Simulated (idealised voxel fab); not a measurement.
Process module, titled voxel local oxidation
Each square cell in cross-section cut measures 5 nm, and the section as a whole is 265 nm wide.
How to read a cross-section here: the picture is a grid of square cells, written as bands going from the top down, and any band can span one or more rows of cells. Band: top and bottom heights (nm) first, top before bottom; then materials from left to right, widths in nm. "throughout" marks a sole material filling the band edge to edge. "blank" denotes empty space. Note: height 0 marks the level under which the wafer is uniformly one material as received. Lowest band unbounded below, written "top 0, no bottom". The two numbers in a width such as "30->40" mark its ends across the band: the first belongs to the top row of cells, the second to the bottom row, and from each row to the next the width moves by the same amount. For the purposes of this document, the phrase "remained unchanged" attached to a step denotes that no cell within the cross-section was modified by that step. Under "Closed cavities" you'll find the enclosed gaps, the ones with no way out to the top, that are 8 cells or bigger; each reads width x height at distance, with distance counted from the left edge, everything in nm. Heads up: the bit after the settings on a step's line is the simulator's remark on that step. overlay nm: step with mask; distance mask lay right of planned place; negative value = left of planned place.

[The planned process steps are enumerated hereunder]
1) RECEIVE with material Si
2) OXIDIZE with depth nm 5
3) CONFORMAL_DEP with material SiN, thk nm 10
4) MASKED_ETCH with tone cover, mask id ACTIVE, width nm 130, etch materials SiN, depth nm 10, overlay nm 0
5) SELECTIVE_ETCH with etch materials SiO2, depth nm 5
6) OXIDIZE with depth nm 15
7) STRIP with etch materials SiN

[First wafer of two (run as planned)]

[Cross-section of the incoming wafer, state after step 1]
* top 0, no bottom | Si throughout
* Closed cavities: none

[Step 2 complete: cross-section through the wafer]
* top 0, bottom -5 | SiO2 throughout
* Nothing below the height -5 has changed.

[Step 3 complete: cross-section through the wafer]
* top 10, bottom 0 | SiN throughout
* Nothing below the height 0 has changed.

[Step 4 complete: cross-section through the wafer]
* top 10, bottom 0 | blank 65 nm, then SiN 130 nm, then blank 70 nm
* Nothing below the height 0 has changed.

[Step 5 complete: cross-section through the wafer]
* top 10, bottom 0 | blank 65 nm, then SiN 130 nm, then blank 70 nm
* top 0, bottom -5 | blank 70 nm, then SiO2 120 nm, then blank 75 nm
* Nothing below the height -5 has changed.

[Step 6 complete: cross-section through the wafer]
* top 10, bottom 0 | blank 65 nm, then SiN 130 nm, then blank 70 nm
* top 0, bottom -5 | blank 70 nm, then SiO2 120 nm, then blank 75 nm
* top -5, bottom -20 | SiO2 85 nm, then Si 90 nm, then SiO2 90 nm
* Nothing below the height -20 has changed.

[Step 7 complete: cross-section through the wafer]
* top 0, bottom -5 | blank 70 nm, then SiO2 120 nm, then blank 75 nm
* Nothing below the height -5 has changed.

[Second wafer, same starting conditions and recipe as the first, one mistake in executing it, nothing differs from the first up to and including step 3]

[Cross-section of the second wafer at the time step 4 of the plan should have ended]
* top 10, bottom 0 | SiN 65 nm, then blank 130 nm, then SiN 70 nm
* Nothing below the height 0 has changed.

[Cross-section of the second wafer at the time step 5 of the plan should have ended]
* top 10, bottom 0 | SiN 65 nm, then blank 130 nm, then SiN 70 nm
* top 0, bottom -5 | SiO2 60 nm, then blank 140 nm, then SiO2 65 nm
* Nothing below the height -5 has changed.

[Cross-section of the second wafer at the time step 6 of the plan should have ended]
* top 10, bottom 0 | SiN 65 nm, then blank 130 nm, then SiN 70 nm
* top 0, bottom -5 | SiO2 60 nm, then blank 140 nm, then SiO2 65 nm
* top -5, bottom -20 | Si 45 nm, then SiO2 170 nm, then Si 50 nm
* Nothing below the height -20 has changed.

[Cross-section of the second wafer at the time step 7 of the plan should have ended]
* top 0, bottom -5 | SiO2 60 nm, then blank 140 nm, then SiO2 65 nm
* Nothing below the height -5 has changed.
Short version of what went wrong: step 4 changed vs plan, executed as MASKED_ETCH with tone open, mask id ACTIVE, width nm 130, etch materials SiN, depth nm 10, overlay nm 0
Once processing is complete, comparing cell counts shows that the second wafer has more or fewer of certain materials than the first: Si +3; SiO2 -2
